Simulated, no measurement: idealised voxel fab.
voxel local oxidation: a process module
Cross-section cut spans 205 nm and uses square cells 5 nm in size.
Just so we're on the same page, the cross-sections are grids of square cells, and they're listed out in bands top to bottom, each band one or more rows deep.
Band: top height; bottom height; in nm. Then, left to right: material with width in nm, for each material. "all across": a single material spanning edge to edge. "air": empty space.
Heads up on the height convention: 0 is the point under which the incoming wafer is all one material, and the lowest band has no bottom, it just keeps going down, like "0 and below".
The expression "30..40" gives the width at the extremes of the band, the first number at its top row of cells and the second at its bottom row, with the width changing by equal amounts from each row to the next in between.
It should be understood that the words "nothing changed", when stated for a given step, signify that the cross-section underwent no change in any of its cells during that step.
Tabulated closed voids: empty space of 8 cells or more with no open way to the top, each as width x height at its distance from the left edge, in nm
What comes after the settings on a step's line is commentary from the simulator itself on that step.
A step's line can hold "overlay nm"; with a mask on that step, the setting says how far right of the planned place the mask lay, while a negative setting says it lay to the left.

[This section lists the process steps that were planned]
1,RECEIVE, material Si
2,CONFORMAL_DEP, material SiO2, thk nm 5
3,CONFORMAL_DEP, material SiN, thk nm 15
4,DIRECTIONAL_DEP, material aC, thk nm 10
5,PATTERN, tone cover, mask id ACTIVE, material resist, width nm 90, thk nm 30, overlay nm 0
6,DIRECTIONAL_ETCH, etch materials aC, depth nm 10
7,STRIP, etch materials resist
8,DIRECTIONAL_ETCH, etch materials SiN, depth nm 15
9,STRIP, etch materials aC
10,SELECTIVE_ETCH, etch materials SiO2, depth nm 5
11,OXIDIZE, depth nm 15
12,STRIP, etch materials SiN

[Incoming wafer in cross-section (state: after step 1)]
* 0 and below = Si all across
* Tabulated closed voids: none

[The plan above was carried out on the starting structure above with one mistake, and this cross-section shows the wafer at the end of the module]
* 5 down to 0 = air 50  SiO2 80  air 75
* 0 down to -15 = SiO2 65  Si 50  SiO2 90
* -15 and below = Si all across
* Tabulated closed voids: none
Nonconformance to the process plan: step 5 ran with different settings than intended, the actual operation and settings being PATTERN, tone cover, mask id ACTIVE, material resist, width nm 90, thk nm 30, overlay nm -10
